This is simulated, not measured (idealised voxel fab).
Process module in this document: voxel tone inversion
For reference, the cross-section in this document is cut, with width 295 nm and square cells of 5 nm.
Cross-sections here: square-cell grids, written as top-down lists of bands, a band being one or more rows of cells. The entry gives the band's vertical extent as a top height and a bottom height in nm, then its horizontal make-up as materials from left to right, each with a width in nm. "blank" stands for empty space; a single material marked "throughout" fills the band edge to edge. Height datum 0, below which the as-received substrate wafer is one material. Lowest band open at the bottom, running downward: "top 0, no bottom". Graded width ("30 to 40"): value in top row of band = first number; value in bottom row = second number; row-to-row change constant. You'll sometimes find "nothing changed" written for a step, and that's the way of saying that nowhere in the cross-section did a cell change during that step. If an empty space has no open way to the top and is at least 8 cells in size, "Completely enclosed voids" lists it, written width x height at distance, where distance is measured from the left edge and every value is in nm. Where a step's line continues beyond its settings, the continuation is a remark by the simulator itself on that step. The setting "overlay nm" may be written on the line of a step. When the step uses a mask, the value reports how far to the right of the planned place the mask lay, and a negative value reports that it lay to the left.

-- Process steps - plan
step 1: RECEIVE with material Si
step 2: CONFORMAL_DEP with material SiN, thk nm 5
step 3: DIRECTIONAL_DEP with material polySi, thk nm 20
step 4: PATTERN with tone cover, mask id POSTS, material resist, width nm 25, pitch nm 55, thk nm 25, overlay nm 0
step 5: DIRECTIONAL_ETCH with etch materials polySi, depth nm 20
step 6: STRIP with etch materials resist
step 7: FILL_DEP with material lowk, thk nm 5
step 8: CMP with height nm 25
step 9: STRIP with etch materials polySi
step 10: CONFORMAL_DEP with material TiN, thk nm 5
step 11: FILL_DEP with material Cu, thk nm 10
step 12: CMP with height nm 25
step 13: CONFORMAL_DEP with material SiCN, thk nm 5

-- Cross-section of the wafer as it came to us, i.e., already through step 1
top 0, no bottom = Si throughout
Completely enclosed voids: none

-- First of two wafers, end-of-module section, run followed plan
top 30, bottom 25 = SiCN throughout
top 25, bottom 10 = lowk=80 / TiN=5 / Cu=15 / TiN=5 / lowk=30 / TiN=5 / Cu=15 / TiN=5 / lowk=30 / TiN=5 / Cu=15 / TiN=5 / lowk=80
top 10, bottom 5 = lowk=80 / TiN=25 / lowk=30 / TiN=25 / lowk=30 / TiN=25 / lowk=80
top 5, bottom 0 = SiN throughout
top 0, no bottom = Si throughout
Completely enclosed voids: none

-- Cross-section, second wafer: same start as the first, same plan as the first, one mistake in running it; taken at the end of the module
top 30, bottom 25 = SiCN throughout
top 25, bottom 10 = Cu=75 / TiN=5 / lowk=25 / TiN=5 / Cu=20 / TiN=5 / lowk=25 / TiN=5 / Cu=20 / TiN=5 / lowk=25 / TiN=5 / Cu=75
top 10, bottom 5 = TiN=80 / lowk=25 / TiN=30 / lowk=25 / TiN=30 / lowk=25 / TiN=80
top 5, bottom 0 = SiN throughout
top 0, no bottom = Si throughout
Completely enclosed voids: none
Want to know what went wrong? note that step 4 departed from the planned setting and was carried out as PATTERN with tone open, mask id POSTS, material resist, width nm 25, pitch nm 55, thk nm 25, overlay nm 0
Heads up, by the end the second wafer has more or fewer cells of some materials compared to the first: +87 Cu | +29 TiN | -116 lowk
